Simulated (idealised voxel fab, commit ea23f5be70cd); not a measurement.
The following process module bears the name voxel transistor to metal.
The cross-section on display is named cut; it measures 165 nm wide, and its cells are 5 nm squares.
A cross-section is a grid of square cells, given in bands from the top down. A band is one or more rows of cells. Quick guide to a band line: top height, bottom height (nm) up front; then every material left to right with its width in nm. Only one material and it's marked "full width"? Then it fills the band edge to edge. And "blank" just means empty space. It should be noted that heights are counted from 0, beneath which the wafer as supplied is of one material throughout, and that the lowest band possesses no lower boundary but continues downward, as written in "0 -> down". Width spec "30..40" -> top row of cells at first value, bottom row at second value, equal per-row change in between. For the purposes of this document, the phrase "remains unaltered" attached to a step denotes that no cell within the cross-section was modified by that step. This entry, "Cavities, closed", enumerates those empty regions of no fewer than 8 cells that possess no open connection to the top. Each region is reported in the form width x height at distance, the distance being taken from the left edge, with all three quantities expressed in nm. Read whatever lies past the settings on a step's line as the simulator's own remark about the step. A step's line can hold "overlay nm"; with a mask on that step, the setting says how far right of the planned place the mask lay, while a negative setting says it lay to the left.

So here's the lineup of process steps we planned
- 1: RECEIVE with material Si
- 2: OXIDIZE with depth nm 5
- 3: CONFORMAL_DEP with material SiN, thk nm 15
- 4: MASKED_ETCH with tone cover, mask id ACTIVE, width nm 105, etch materials SiN, depth nm 15, overlay nm 0
- 5: MASKED_ETCH with tone cover, mask id ACTIVE, width nm 105, etch materials SiO2, depth nm 5, overlay nm 0
- 6: MASKED_ETCH with tone cover, mask id ACTIVE, width nm 105, etch materials Si, depth nm 35, overlay nm 0
- 7: FILL_DEP with material SiO2, thk nm 10
- 8: CMP with height nm 15
- 9: SELECTIVE_ETCH with etch materials SiO2, depth nm 15
- 10: STRIP with etch materials SiN
- 11: SELECTIVE_ETCH with etch materials SiO2, depth nm 5
- 12: OXIDIZE with depth nm 5
- 13: DIRECTIONAL_DEP with material polySi, thk nm 20
- 14: DIRECTIONAL_DEP with material SiCN, thk nm 15
- 15: PATTERN with tone cover, mask id GATE, material resist, width nm 15, thk nm 15, overlay nm 0
- 16: DIRECTIONAL_ETCH with etch materials SiCN, depth nm 25
- 17: DIRECTIONAL_ETCH with etch materials polySi, depth nm 30
- 18: STRIP with etch materials resist
- 19: CONFORMAL_DEP with material SiN, thk nm 5
- 20: DIRECTIONAL_ETCH with etch materials SiN, depth nm 5
- 21: DIRECTIONAL_ETCH with etch materials SiO2, depth nm 5
- 22: DIRECTIONAL_ETCH with etch materials Si, depth nm 15
- 23: EPI with material SiGe, thk nm 15
- 24: FILL_DEP with material SiO2, thk nm 5
- 25: CMP with height nm 30
- 26: DIRECTIONAL_DEP with material SiO2, thk nm 10
- 27: DIRECTIONAL_DEP with material aC, thk nm 10
- 28: PATTERN with tone open, mask id CONTACT, material resist, width nm 20, pitch nm 75, thk nm 25, overlay nm 0
- 29: DIRECTIONAL_ETCH with etch materials aC, depth nm 10
- 30: STRIP with etch materials resist
- 31: DIRECTIONAL_ETCH with etch materials SiO2, depth nm 50
- 32: STRIP with etch materials aC
- 33: CONFORMAL_DEP with material TiN, thk nm 5
- 34: FILL_DEP with material Ru, thk nm 5
- 35: CMP with height nm 40
- 36: DIRECTIONAL_DEP with material TiN, thk nm 5
- 37: DIRECTIONAL_DEP with material Ru, thk nm 25
- 38: PATTERN with tone cover, mask id METAL_1, material resist, width nm 20, pitch nm 75, thk nm 15, overlay nm 0
- 39: DIRECTIONAL_ETCH with etch materials Ru, depth nm 25
- 40: DIRECTIONAL_ETCH with etch materials TiN, depth nm 5
- 41: STRIP with etch materials resist
- 42: CONFORMAL_DEP with material SiCN, thk nm 5
- 43: FILL_DEP with material SiO2, thk nm 10
- 44: CMP with height nm 70
- 45: CONFORMAL_DEP with material SiN, thk nm 5

Wafer at receipt (post step 1), cross-section
- 0 -> down | Si full width
- Cavities, closed: none

Result of the module, cross-sectioned: start per above, plan per above, one error in how it was run
- 75 -> 70 | SiN full width
- 70 -> 45 | SiO2=30 | SiCN=5 | Ru=20 | SiCN=5 | SiO2=45 | SiCN=5 | Ru=20 | SiCN=5 | SiO2=30
- 45 -> 40 | SiCN=35 | TiN=20 | SiCN=55 | TiN=20 | SiCN=35
- 40 -> 35 | Ru=30 | TiN=5 | SiO2=20 | TiN=5 | Ru=45 | TiN=5 | SiO2=20 | TiN=5 | Ru=30
- 35 -> 30 | Ru=30 | TiN=5 | SiO2=20 | TiN=5 | Ru=5 | TiN=35 | Ru=5 | TiN=5 | SiO2=20 | TiN=5 | Ru=30
- 30 -> 15 | Ru=30 | TiN=5 | SiO2=20 | TiN=5 | Ru=5 | TiN=5 | SiN=5 | SiCN=15 | SiN=5 | TiN=5 | Ru=5 | TiN=5 | SiO2=20 | TiN=5 | Ru=30
- 15 -> 10 | Ru=30 | TiN=5 | SiO2=20 | TiN=5 | Ru=5 | TiN=5 | SiN=5 | polySi=15 | SiN=5 | TiN=5 | Ru=5 | TiN=5 | SiO2=20 | TiN=5 | Ru=30
- 10 -> 5 | Ru=30 | TiN=5 | SiO2=20 | TiN=15 | SiN=5 | polySi=15 | SiN=5 | TiN=15 | SiO2=20 | TiN=5 | Ru=30
- 5 -> -5 | Ru=30 | TiN=5 | SiO2=20 | SiGe=15 | SiN=5 | polySi=15 | SiN=5 | SiGe=15 | SiO2=20 | TiN=5 | Ru=30
- -5 -> -10 | TiN=35 | SiO2=20 | SiGe=15 | SiO2=25 | SiGe=15 | SiO2=20 | TiN=35
- -10 -> -25 | SiO2=30 | SiGe=40 | Si=25 | SiGe=40 | SiO2=30
- -25 -> -40 | SiO2=30 | Si=105 | SiO2=30
- -40 -> down | Si full width
- Cavities, closed: none
Error vs. plan: heads up, step 28 didn't go per plan, it actually ran as PATTERN with tone cover, mask id CONTACT, material resist, width nm 20, pitch nm 75, thk nm 25, overlay nm 0
